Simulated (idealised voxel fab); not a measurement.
A process module follows: voxel transistor to metal.
Cross-section cut spans 290 nm and uses square cells 5 nm in size.
When this document writes out a cross-section, it uses a grid of square cells and lists it as bands, beginning at the top and moving down, with a band standing for one or more rows of cells.
In this notation a band is specified by the heights of its top and bottom, in that order and in nm, after which its materials appear from left to right, each paired with its width in nm. The word "full width" attached to a single material means that material fills the band from edge to edge; the word "blank" stands for empty space.
Convention: height 0 is the level below which the wafer, as received, is all one material. The lowest band does not terminate at the bottom but continues downward, represented as "0 and below".
A width such as "30->40" changes by the same amount from each row of cells to the next, from the band's top row to its bottom row.
Key: "nothing changed" - step with no changed cell in the cross-section.
"Cavities, closed" - sealed voids, min. 8 cells, no opening to top; format: width x height at distance (distance from left edge; nm throughout).
Read whatever lies past the settings on a step's line as the simulator's own remark about the step.
The optional step-line setting "overlay nm" applies to steps with a mask and quantifies how far to the right of its planned location the mask lay, a negative value indicating leftward placement.

### Steps planned for the process
1,op RECEIVE | material Si
2,op CONFORMAL_DEP | material SiO2 | thk nm 5
3,op CONFORMAL_DEP | material SiN | thk nm 10
4,op PATTERN | tone cover | mask id ACTIVE | material resist | width nm 105 | pitch nm 130 | thk nm 15 | overlay nm 0
5,op DIRECTIONAL_ETCH | etch materials SiN | depth nm 10
6,op DIRECTIONAL_ETCH | etch materials SiO2 | depth nm 5
7,op DIRECTIONAL_ETCH | etch materials Si | depth nm 20
8,op STRIP | etch materials resist
9,op FILL_DEP | material SiO2 | thk nm 10
10,op CMP | height nm 15
11,op SELECTIVE_ETCH | etch materials SiO2 | depth nm 10
12,op STRIP | etch materials SiN
13,op SELECTIVE_ETCH | etch materials SiO2 | depth nm 5
14,op OXIDIZE | depth nm 5
15,op DIRECTIONAL_DEP | material polySi | thk nm 20
16,op DIRECTIONAL_DEP | material SiCN | thk nm 15
17,op DIRECTIONAL_DEP | material aC | thk nm 10
18,op PATTERN | tone cover | mask id GATE | material resist | width nm 25 | pitch nm 130 | thk nm 30 | overlay nm 0
19,op DIRECTIONAL_ETCH | etch materials aC | depth nm 10
20,op STRIP | etch materials resist
21,op DIRECTIONAL_ETCH | etch materials SiCN | depth nm 25
22,op DIRECTIONAL_ETCH | etch materials polySi | depth nm 30
23,op STRIP | etch materials aC
24,op CONFORMAL_DEP | material SiO2 | thk nm 5
25,op DIRECTIONAL_ETCH | etch materials SiO2 | depth nm 5
26,op CONFORMAL_DEP | material SiN | thk nm 5
27,op DIRECTIONAL_ETCH | etch materials SiN | depth nm 5
28,op DIRECTIONAL_ETCH | etch materials SiO2 | depth nm 5
29,op EPI | material SiGe | thk nm 5
30,op FILL_DEP | material SiO2 | thk nm 10
31,op CMP | height nm 20
32,op STRIP | etch materials polySi
33,op SELECTIVE_ETCH | etch materials SiO2 | depth nm 5
34,op CONFORMAL_DEP | material HfO2 | thk nm 5
35,op CONFORMAL_DEP | material TiN | thk nm 5
36,op FILL_DEP | material W | thk nm 10
37,op CMP | height nm 15
38,op DIRECTIONAL_DEP | material SiO2 | thk nm 10
39,op DIRECTIONAL_DEP | material aC | thk nm 15
40,op PATTERN | tone open | mask id CONTACT | material resist | width nm 15 | thk nm 30 | overlay nm 0
41,op DIRECTIONAL_ETCH | etch materials aC | depth nm 15
42,op STRIP | etch materials resist
43,op DIRECTIONAL_ETCH | etch materials SiO2 | depth nm 25
44,op STRIP | etch materials aC
45,op CONFORMAL_DEP | material TiN | thk nm 5
46,op FILL_DEP | material Ru | thk nm 10
47,op CMP | height nm 25
48,op CONFORMAL_DEP | material SiN | thk nm 5
49,op DIRECTIONAL_DEP | material SiO2 | thk nm 20
50,op MASKED_ETCH | tone open | mask id METAL_1 | width nm 15 | etch materials SiO2 | depth nm 20 | overlay nm 0
51,op MASKED_ETCH | tone open | mask id METAL_1 | width nm 15 | etch materials SiN | depth nm 5 | overlay nm 0
52,op CONFORMAL_DEP | material TiN | thk nm 5
53,op FILL_DEP | material Cu | thk nm 10
54,op CMP | height nm 50
55,op CONFORMAL_DEP | material SiCN | thk nm 5
56,op DIRECTIONAL_DEP | material lowk | thk nm 25
57,op MASKED_ETCH | tone open | mask id METAL_2 | width nm 15 | pitch nm 130 | etch materials lowk | depth nm 15 | overlay nm 0
58,op MASKED_ETCH | tone open | mask id METAL_2_HOLES | width nm 15 | pitch nm 130 | etch materials lowk | depth nm 10 | overlay nm 0
59,op MASKED_ETCH | tone open | mask id METAL_2_HOLES | width nm 15 | pitch nm 130 | etch materials SiCN | depth nm 5 | overlay nm 0
60,op CONFORMAL_DEP | material TiN | thk nm 5
61,op FILL_DEP | material Cu | thk nm 10
62,op CMP | height nm 80
63,op CONFORMAL_DEP | material SiCN | thk nm 5

### So this is the incoming wafer in cross-section - it's already been through step 1
0 and below: Si full width
Cavities, closed: none

### Wafer cross-section at module end: first of two, run to plan
85 down to 80: SiCN full width
80 down to 55: lowk 35; TiN 5; Cu 5; TiN 5; lowk 115; TiN 5; Cu 5; TiN 5; lowk 110
55 down to 50: SiCN 35; TiN 15; SiCN 115; TiN 15; SiCN 110
50 down to 30: SiO2 35; TiN 5; Cu 5; TiN 5; SiO2 55; TiN 5; Cu 5; TiN 5; SiO2 45; TiN 5; Cu 5; TiN 5; SiO2 55; TiN 5; Cu 5; TiN 5; SiO2 40
30 down to 25: SiN 35; TiN 15; SiN 55; TiN 15; SiN 45; TiN 15; SiN 55; TiN 15; SiN 40
25 down to 15: SiO2 35; TiN 5; Ru 5; TiN 5; SiO2 55; TiN 5; Ru 5; TiN 5; SiO2 45; TiN 5; Ru 5; TiN 5; SiO2 55; TiN 5; Ru 5; TiN 5; SiO2 40
15 down to 5: SiO2 35; TiN 5; Ru 5; TiN 5; SiO2 5; SiN 5; HfO2 5; TiN 5; W 15; TiN 5; HfO2 5; SiN 5; SiO2 5; TiN 5; Ru 5; TiN 5; SiO2 45; TiN 5; Ru 5; TiN 5; SiO2 5; SiN 5; HfO2 5; TiN 5; W 15; TiN 5; HfO2 5; SiN 5; SiO2 5; TiN 5; Ru 5; TiN 5; SiO2 40
5 down to 0: SiO2 35; TiN 15; SiO2 5; SiN 5; HfO2 5; TiN 25; HfO2 5; SiN 5; SiO2 5; TiN 15; SiO2 45; TiN 15; SiO2 5; SiN 5; HfO2 5; TiN 25; HfO2 5; SiN 5; SiO2 5; TiN 15; SiO2 40
0 down to -5: SiO2 20; SiGe 35; SiO2 5; HfO2 35; SiO2 5; SiGe 35; SiO2 15; SiGe 35; SiO2 5; HfO2 35; SiO2 5; SiGe 35; SiO2 25
-5 down to -20: SiO2 25; Si 105; SiO2 25; Si 105; SiO2 30
-20 and below: Si full width
Cavities, closed: none

### End of module, second wafer, cross-section. Started like the first, planned like the first, run with one mistake
85 down to 80: SiCN full width
80 down to 55: lowk 35; TiN 5; Cu 5; TiN 5; lowk 115; TiN 5; Cu 5; TiN 5; lowk 110
55 down to 50: SiCN 35; TiN 15; SiCN 115; TiN 15; SiCN 110
50 down to 30: SiO2 35; TiN 5; Cu 5; TiN 5; SiO2 55; TiN 5; Cu 5; TiN 5; SiO2 45; TiN 5; Cu 5; TiN 5; SiO2 55; TiN 5; Cu 5; TiN 5; SiO2 40
30 down to 25: SiN 35; TiN 15; SiN 55; TiN 15; SiN 45; TiN 15; SiN 55; TiN 15; SiN 40
25 down to 15: SiO2 35; TiN 5; Ru 5; TiN 5; SiO2 55; TiN 5; Ru 5; TiN 5; SiO2 45; TiN 5; Ru 5; TiN 5; SiO2 55; TiN 5; Ru 5; TiN 5; SiO2 40
15 down to 10: SiO2 35; TiN 5; Ru 5; TiN 5; SiO2 5; SiN 5; HfO2 5; TiN 5; W 15; TiN 5; HfO2 5; SiN 5; SiO2 5; TiN 5; Ru 5; TiN 5; SiO2 45; TiN 5; Ru 5; TiN 5; SiO2 5; SiN 5; HfO2 5; TiN 5; W 15; TiN 5; HfO2 5; SiN 5; SiO2 5; TiN 5; Ru 5; TiN 5; SiO2 40
10 down to 5: SiO2 35; TiN 15; SiO2 5; SiN 5; HfO2 5; TiN 25; HfO2 5; SiN 5; SiO2 5; TiN 15; SiO2 45; TiN 15; SiO2 5; SiN 5; HfO2 5; TiN 25; HfO2 5; SiN 5; SiO2 5; TiN 15; SiO2 40
5 down to 0: SiO2 20; SiN 5; SiO2 5; SiGe 25; SiO2 5; HfO2 35; SiO2 5; SiGe 25; SiO2 5; SiN 5; SiO2 15; SiN 5; SiO2 5; SiGe 25; SiO2 5; HfO2 35; SiO2 5; SiGe 25; SiO2 5; SiN 5; SiO2 25
0 down to -5: SiO2 35; Si 85; SiO2 45; Si 85; SiO2 40
-5 down to -20: SiO2 25; Si 105; SiO2 25; Si 105; SiO2 30
-20 and below: Si full width
Cavities, closed: none
So what did we get wrong on this run? steps 12 and 13 traded places in the executed sequence
Wrapping up, a cell-based count of both wafers puts the second over or under the first for these materials: HfO2: 4 fewer | Ru: 4 fewer | Si: 34 more | SiGe: 8 fewer | TiN: 12 fewer | W: 6 fewer
